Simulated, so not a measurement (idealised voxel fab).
The document below concerns the process module designated voxel released beams.
This is section cut - it's 165 nm across, gridded in 5 nm square cells.
A cross-section is a grid of square cells, given in bands from the top down. A band is one or more rows of cells.
In this notation a band is specified by the heights of its top and bottom, in that order and in nm, after which its materials appear from left to right, each paired with its width in nm. The word "throughout" attached to a single material means that material fills the band from edge to edge; the word "blank" stands for empty space.
Height is counted from the level 0, under which the received wafer is composed throughout of one material. The lowest of the bands is not closed at the bottom but continues downward, in the notation "from 0 down".
The expression "30 to 40" gives the width at the extremes of the band, the first number at its top row of cells and the second at its bottom row, with the width changing by equal amounts from each row to the next in between.
"nothing got changed" means the step left every cell of the cross-section as it was.
You'll see "Cavities, sealed" listing empty spaces that have no way open to the top, as long as they're 8 cells or more; the notation is width x height at distance, where the distance is from the left edge, and all of it is in nm.
Step line, after settings: the simulator's comment on this step.
overlay nm: mask offset rightward from planned place, masked step; negative means leftward offset.

PLANNED STEP LIST FOR THE PROCESS
- 1: RECEIVE (material Si)
- 2: CONFORMAL_DEP (material SiN; thk nm 5)
- 3: DIRECTIONAL_DEP (material SiO2; thk nm 20)
- 4: DIRECTIONAL_DEP (material aC; thk nm 15)
- 5: PATTERN (tone open; mask id ANCHOR; material resist; width nm 30; thk nm 30; overlay nm 0)
- 6: DIRECTIONAL_ETCH (etch materials aC; depth nm 15)
- 7: STRIP (etch materials resist)
- 8: DIRECTIONAL_ETCH (etch materials SiO2; depth nm 20)
- 9: STRIP (etch materials aC)
- 10: CONFORMAL_DEP (material polySi; thk nm 10)
- 11: PATTERN (tone cover; mask id BEAM; material resist; width nm 75; thk nm 15; overlay nm 0)
- 12: DIRECTIONAL_ETCH (etch materials polySi; depth nm 10)
- 13: STRIP (etch materials resist)
- 14: STRIP (etch materials SiO2)

ACCOUNT OF THE FIRST OF TWO WAFERS, WHICH WAS PROCESSED AS INTENDED

AS RECEIVED (POST STEP 1): CROSS-SECTION
* from 0 down  Si throughout
* Cavities, sealed: none

CROSS-SECTION OF THE WAFER AFTER STEP 2
* from 5 to 0  SiN throughout
* Nothing below the height 0 has changed.

CROSS-SECTION OF THE WAFER AFTER STEP 3
* from 25 to 5  SiO2 throughout
* Nothing below the height 5 has changed.

CROSS-SECTION OF THE WAFER AFTER STEP 4
* from 40 to 25  aC throughout
* Nothing below the height 25 has changed.

CROSS-SECTION OF THE WAFER AFTER STEP 5
* from 70 to 40  resist 45; blank 30; resist 90
* Nothing below the height 40 has changed.

CROSS-SECTION OF THE WAFER AFTER STEP 6
* from 55 to 40  resist 45; blank 30; resist 90
* from 40 to 25  aC 45; blank 30; aC 90
* Nothing below the height 25 has changed.

CROSS-SECTION OF THE WAFER AFTER STEP 7
* from 40 to 25  aC 45; blank 30; aC 90
* Nothing below the height 25 has changed.

CROSS-SECTION OF THE WAFER AFTER STEP 8
* from 40 to 25  aC 45; blank 30; aC 90
* from 25 to 5  SiO2 45; blank 30; SiO2 90
* Nothing below the height 5 has changed.

CROSS-SECTION OF THE WAFER AFTER STEP 9
* from 25 to 5  SiO2 45; blank 30; SiO2 90
* Nothing below the height 5 has changed.

CROSS-SECTION OF THE WAFER AFTER STEP 10
* from 35 to 25  polySi 55; blank 10; polySi 100
* from 25 to 15  SiO2 45; polySi 10; blank 10; polySi 10; SiO2 90
* from 15 to 5  SiO2 45; polySi 30; SiO2 90
* Nothing below the height 5 has changed.

CROSS-SECTION OF THE WAFER AFTER STEP 11
* from 50 to 35  blank 40; resist 75; blank 50
* from 35 to 25  polySi 55; resist 10; polySi 100
* from 25 to 15  SiO2 45; polySi 10; resist 10; polySi 10; SiO2 90
* Nothing below the height 15 has changed.

CROSS-SECTION OF THE WAFER AFTER STEP 12
* from 50 to 35  blank 40; resist 75; blank 50
* from 35 to 25  blank 40; polySi 15; resist 10; polySi 50; blank 50
* Nothing below the height 25 has changed.

CROSS-SECTION OF THE WAFER AFTER STEP 13
* from 35 to 25  blank 40; polySi 15; blank 10; polySi 50; blank 50
* from 25 to 15  SiO2 45; polySi 10; blank 10; polySi 10; SiO2 90
* Nothing below the height 15 has changed.

CROSS-SECTION OF THE WAFER AFTER STEP 14
* from 35 to 25  blank 40; polySi 15; blank 10; polySi 50; blank 50
* from 25 to 15  blank 45; polySi 10; blank 10; polySi 10; blank 90
* from 15 to 5  blank 45; polySi 30; blank 90
* Nothing below the height 5 has changed.

SECOND OF TWO: SAME START, SAME PLAN, ONE RUN ERROR; STEPS UP TO AND INCLUDING 7 MATCH THE FIRST

CROSS-SECTION OF THE SECOND WAFER CORRESPONDING TO THE PLANNED CONCLUSION OF STEP 8
* from 40 to 25  aC 45; blank 30; aC 90
* from 25 to 5  SiO2 45; blank 30; SiO2 90
* Nothing below the height 5 has changed.

CROSS-SECTION OF THE SECOND WAFER CORRESPONDING TO THE PLANNED CONCLUSION OF STEP 9
* from 25 to 5  SiO2 45; blank 30; SiO2 90
* Nothing below the height 5 has changed.

CROSS-SECTION OF THE SECOND WAFER CORRESPONDING TO THE PLANNED CONCLUSION OF STEP 10
* from 35 to 25  polySi 55; blank 10; polySi 100
* from 25 to 15  SiO2 45; polySi 10; blank 10; polySi 10; SiO2 90
* from 15 to 5  SiO2 45; polySi 30; SiO2 90
* Nothing below the height 5 has changed.

CROSS-SECTION OF THE SECOND WAFER CORRESPONDING TO THE PLANNED CONCLUSION OF STEP 11
* from 50 to 35  blank 40; resist 75; blank 50
* from 35 to 25  polySi 55; resist 10; polySi 100
* from 25 to 15  SiO2 45; polySi 10; resist 10; polySi 10; SiO2 90
* Nothing below the height 15 has changed.

CROSS-SECTION OF THE SECOND WAFER CORRESPONDING TO THE PLANNED CONCLUSION OF STEP 12
* from 50 to 35  blank 40; resist 75; blank 50
* from 35 to 25  blank 40; polySi 15; resist 10; polySi 50; blank 50
* Nothing below the height 25 has changed.

CROSS-SECTION OF THE SECOND WAFER CORRESPONDING TO THE PLANNED CONCLUSION OF STEP 13
* from 35 to 25  blank 40; polySi 15; blank 10; polySi 50; blank 50
* from 25 to 15  SiO2 45; polySi 10; blank 10; polySi 10; SiO2 90
* Nothing below the height 15 has changed.

CROSS-SECTION OF THE SECOND WAFER CORRESPONDING TO THE PLANNED CONCLUSION OF STEP 14
* from 35 to 25  blank 40; polySi 15; blank 10; polySi 50; blank 50
* from 25 to 15  blank 45; polySi 10; blank 10; polySi 10; blank 90
* from 15 to 5  blank 45; polySi 30; blank 90
* Nothing below the height 5 has changed.
Misprocessing identified: in the plan, step 8 was performed twice
Honestly, by the end the two wafers have the same cross-section, so the mistake just doesn't show up in what this model computes.
